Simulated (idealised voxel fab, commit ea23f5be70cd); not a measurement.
Documented hereafter: the process module known as voxel self aligned contacts.
We display cut, a cross-section 205 nm in width whose square cells are each 5 nm.
Think of the cross-section as a grid of square cells. We describe it in bands, top to bottom, and each band covers one or more rows of those cells. What a band's entry tells you: where the top is and where the bottom is, as heights in nm, and after that what lies inside, material by material from left to right, each with its width in nm. Empty space is written as the word "air", and a single material marked with the word "everywhere" occupies the band from edge to edge. Zero point of the height axis is 0; under it, received wafer = one material. Lowest band: continues down indefinitely, "from 0 down". Note: "30 to 40" means the width goes from the first number (top row of the band) to the second number (bottom row) in equal steps per row of cells. Given "nothing got changed" for a step, no cell of the cross-section differs between before and after that step. Each empty space that has no open way to the top and spans at least 8 cells appears under "Trapped void list" as width x height at distance, the distance counted from the left edge, all in nm. Heads up: the bit after the settings on a step's line is the simulator's remark on that step. When a step includes a mask, the "overlay nm" setting on its line states how far to the right of its planned place that mask lay, and negative values state how far to the left.

# Here's what the planned process steps look like
1. RECEIVE,material Si
2. CONFORMAL_DEP,material SiO2,thk nm 5
3. DIRECTIONAL_DEP,material polySi,thk nm 25
4. DIRECTIONAL_DEP,material SiN,thk nm 20
5. PATTERN,tone cover,mask id GATE,material resist,width nm 35,pitch nm 70,thk nm 15,overlay nm 0
6. DIRECTIONAL_ETCH,etch materials SiN,depth nm 20
7. DIRECTIONAL_ETCH,etch materials polySi,depth nm 25
8. STRIP,etch materials resist
9. CONFORMAL_DEP,material SiN,thk nm 5
10. DIRECTIONAL_ETCH,etch materials SiN,depth nm 5
11. FILL_DEP,material SiO2,thk nm 10
12. CMP,height nm 55
13. DIRECTIONAL_DEP,material aC,thk nm 10
14. PATTERN,tone open,mask id CONTACT,material resist,width nm 55,pitch nm 70,thk nm 25,overlay nm 0
15. DIRECTIONAL_ETCH,etch materials aC,depth nm 10
16. STRIP,etch materials resist
17. DIRECTIONAL_ETCH,etch materials SiO2,depth nm 55
18. STRIP,etch materials aC
19. CONFORMAL_DEP,material TiN,thk nm 5
20. FILL_DEP,material Ru,thk nm 5
21. CMP,height nm 55
22. CONFORMAL_DEP,material SiN,thk nm 5

# Here's what the wafer looked like in cross-section when it arrived - that's after step 1
from 0 down  Si everywhere
Trapped void list: none

# Final cross-section, module run with one mistake (start and plan as above)
from 60 to 55  SiN everywhere
from 55 to 45  SiO2 40; TiN 5 to 15; Ru 45 to 25; TiN 5 to 15; SiO2 15; TiN 5 to 15; Ru 45 to 25; TiN 5 to 15; SiO2 40
from 45 to 30  SiO2 15; SiN 35; TiN 5; Ru 25; TiN 5; SiN 35; TiN 5; Ru 25; TiN 5; SiN 35; SiO2 15
from 30 to 5  SiO2 15; polySi 35; TiN 5; Ru 25; TiN 5; polySi 35; TiN 5; Ru 25; TiN 5; polySi 35; SiO2 15
from 5 to 0  SiO2 50; TiN 35; SiO2 35; TiN 35; SiO2 50
from 0 down  Si everywhere
Trapped void list: none
What was the processing mistake? step 9 in the plan did not get run; it was skipped
